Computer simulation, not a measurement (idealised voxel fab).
Process module name: voxel released beams
Square cell edge 5 nm, section width 220 nm, ID cut.
Reading order for cross-sections: top band down to bottom band. Underlying form: a grid of square cells. Band size: one or more rows of cells.
Each band's line starts with the height of the band's top and of its bottom, in nm. Then come its materials from left to right, each with its width in nm. One material with "throughout" fills the band from edge to edge. "air" is empty space.
Heights are expressed relative to 0, this being the level below which the as-received wafer comprises one material exclusively. The lowest band is unbounded in the downward direction and is denoted as in "z 0 and below".
Graded width ("30 to 40"): value in top row of band = first number; value in bottom row = second number; row-to-row change constant.
"left unchanged" for a step: no cell of the cross-section changed in that step.
"Enclosed empty spaces" specifies each empty space that is not open to the top and that occupies no fewer than 8 cells, using the form width x height at distance, the distance measured from the left edge and all three quantities in nm.
Read whatever lies past the settings on a step's line as the simulator's own remark about the step.
overlay nm: where the mask lay relative to plan, measured to the right, on steps with a mask; negatives go left.
These are the steps we planned for the process:
1: RECEIVE,material Si
2: CONFORMAL_DEP,material Al2O3,thk nm 10
3: DIRECTIONAL_DEP,material SiO2,thk nm 20
4: DIRECTIONAL_DEP,material aC,thk nm 10
5: PATTERN,tone open,mask id ANCHOR,material resist,width nm 45,thk nm 25,overlay nm 0
6: DIRECTIONAL_ETCH,etch materials aC,depth nm 10
7: STRIP,etch materials resist
8: DIRECTIONAL_ETCH,etch materials SiO2,depth nm 20
9: STRIP,etch materials aC
10: CONFORMAL_DEP,material polySi,thk nm 15
11: PATTERN,tone cover,mask id BEAM,material resist,width nm 130,thk nm 15,overlay nm 0
12: DIRECTIONAL_ETCH,etch materials polySi,depth nm 15
13: STRIP,etch materials resist
14: STRIP,etch materials SiO2
What follows covers the first of two wafers; it ran as planned:
Here's what the wafer looked like in cross-section when it arrived - that's after step 1:
- z 0 and below = Si throughout
- Enclosed empty spaces: none
The following cross-section depicts the wafer upon completion of step 2:
- z 10 to 0 = Al2O3 throughout
- Below 0, no change.
The following cross-section depicts the wafer upon completion of step 3:
- z 30 to 10 = SiO2 throughout
- Below 10, no change.
The following cross-section depicts the wafer upon completion of step 4:
- z 40 to 30 = aC throughout
- Below 30, no change.
The following cross-section depicts the wafer upon completion of step 5:
- z 65 to 40 = 45 nm resist  45 nm air  130 nm resist
- Below 40, no change.
The following cross-section depicts the wafer upon completion of step 6:
- z 55 to 40 = 45 nm resist  45 nm air  130 nm resist
- z 40 to 30 = 45 nm aC  45 nm air  130 nm aC
- Below 30, no change.
The following cross-section depicts the wafer upon completion of step 7:
- z 40 to 30 = 45 nm aC  45 nm air  130 nm aC
- Below 30, no change.
The following cross-section depicts the wafer upon completion of step 8:
- z 40 to 30 = 45 nm aC  45 nm air  130 nm aC
- z 30 to 10 = 45 nm SiO2  45 nm air  130 nm SiO2
- Below 10, no change.
The following cross-section depicts the wafer upon completion of step 9:
- z 30 to 10 = 45 nm SiO2  45 nm air  130 nm SiO2
- Below 10, no change.
The following cross-section depicts the wafer upon completion of step 10:
- z 45 to 30 = 60 nm polySi  15 nm air  145 nm polySi
- z 30 to 25 = 45 nm SiO2  15 nm polySi  15 nm air  15 nm polySi  130 nm SiO2
- z 25 to 10 = 45 nm SiO2  45 nm polySi  130 nm SiO2
- Below 10, no change.
The following cross-section depicts the wafer upon completion of step 11:
- z 60 to 45 = 40 nm air  130 nm resist  50 nm air
- z 45 to 30 = 60 nm polySi  15 nm resist  145 nm polySi
- z 30 to 25 = 45 nm SiO2  15 nm polySi  15 nm resist  15 nm polySi  130 nm SiO2
- Below 25, no change.
The following cross-section depicts the wafer upon completion of step 12:
- z 60 to 45 = 40 nm air  130 nm resist  50 nm air
- z 45 to 30 = 40 nm air  20 nm polySi  15 nm resist  95 nm polySi  50 nm air
- Below 30, no change.
The following cross-section depicts the wafer upon completion of step 13:
- z 45 to 30 = 40 nm air  20 nm polySi  15 nm air  95 nm polySi  50 nm air
- z 30 to 25 = 45 nm SiO2  15 nm polySi  15 nm air  15 nm polySi  130 nm SiO2
- Below 25, no change.
The following cross-section depicts the wafer upon completion of step 14:
- z 45 to 30 = 40 nm air  20 nm polySi  15 nm air  95 nm polySi  50 nm air
- z 30 to 25 = 45 nm air  15 nm polySi  15 nm air  15 nm polySi  130 nm air
- z 25 to 10 = 45 nm air  45 nm polySi  130 nm air
- Below 10, no change.
The remaining wafer, second of the two, started like the first and was run to the same plan, except that one mistake was made along the way; the two coincide through step 4, inclusive:
At the planned end of step 5, the second wafer in cross-section:
- z 65 to 40 = 40 nm resist  55 nm air  125 nm resist
- Below 40, no change.
At the planned end of step 6, the second wafer in cross-section:
- z 55 to 40 = 40 nm resist  55 nm air  125 nm resist
- z 40 to 30 = 40 nm aC  55 nm air  125 nm aC
- Below 30, no change.
At the planned end of step 7, the second wafer in cross-section:
- z 40 to 30 = 40 nm aC  55 nm air  125 nm aC
- Below 30, no change.
At the planned end of step 8, the second wafer in cross-section:
- z 40 to 30 = 40 nm aC  55 nm air  125 nm aC
- z 30 to 10 = 40 nm SiO2  55 nm air  125 nm SiO2
- Below 10, no change.
At the planned end of step 9, the second wafer in cross-section:
- z 30 to 10 = 40 nm SiO2  55 nm air  125 nm SiO2
- Below 10, no change.
At the planned end of step 10, the second wafer in cross-section:
- z 45 to 30 = 55 nm polySi  25 nm air  140 nm polySi
- z 30 to 25 = 40 nm SiO2  15 nm polySi  25 nm air  15 nm polySi  125 nm SiO2
- z 25 to 10 = 40 nm SiO2  55 nm polySi  125 nm SiO2
- Below 10, no change.
At the planned end of step 11, the second wafer in cross-section:
- z 60 to 45 = 40 nm air  130 nm resist  50 nm air
- z 45 to 30 = 55 nm polySi  25 nm resist  140 nm polySi
- z 30 to 25 = 40 nm SiO2  15 nm polySi  25 nm resist  15 nm polySi  125 nm SiO2
- Below 25, no change.
At the planned end of step 12, the second wafer in cross-section:
- z 60 to 45 = 40 nm air  130 nm resist  50 nm air
- z 45 to 30 = 40 nm air  15 nm polySi  25 nm resist  90 nm polySi  50 nm air
- Below 30, no change.
At the planned end of step 13, the second wafer in cross-section:
- z 45 to 30 = 40 nm air  15 nm polySi  25 nm air  90 nm polySi  50 nm air
- z 30 to 25 = 40 nm SiO2  15 nm polySi  25 nm air  15 nm polySi  125 nm SiO2
- Below 25, no change.
At the planned end of step 14, the second wafer in cross-section:
- z 45 to 30 = 40 nm air  15 nm polySi  25 nm air  90 nm polySi  50 nm air
- z 30 to 25 = 40 nm air  15 nm polySi  25 nm air  15 nm polySi  125 nm air
- z 25 to 10 = 40 nm air  55 nm polySi  125 nm air
- Below 10, no change.
So what did we get wrong on this run? step 5 changed vs plan, executed as PATTERN,tone open,mask id ANCHOR,material resist,width nm 55,thk nm 25,overlay nm 0
Same inventory, different map: at the end, the second wafer holds as many cells of each material as the first, placed elsewhere.
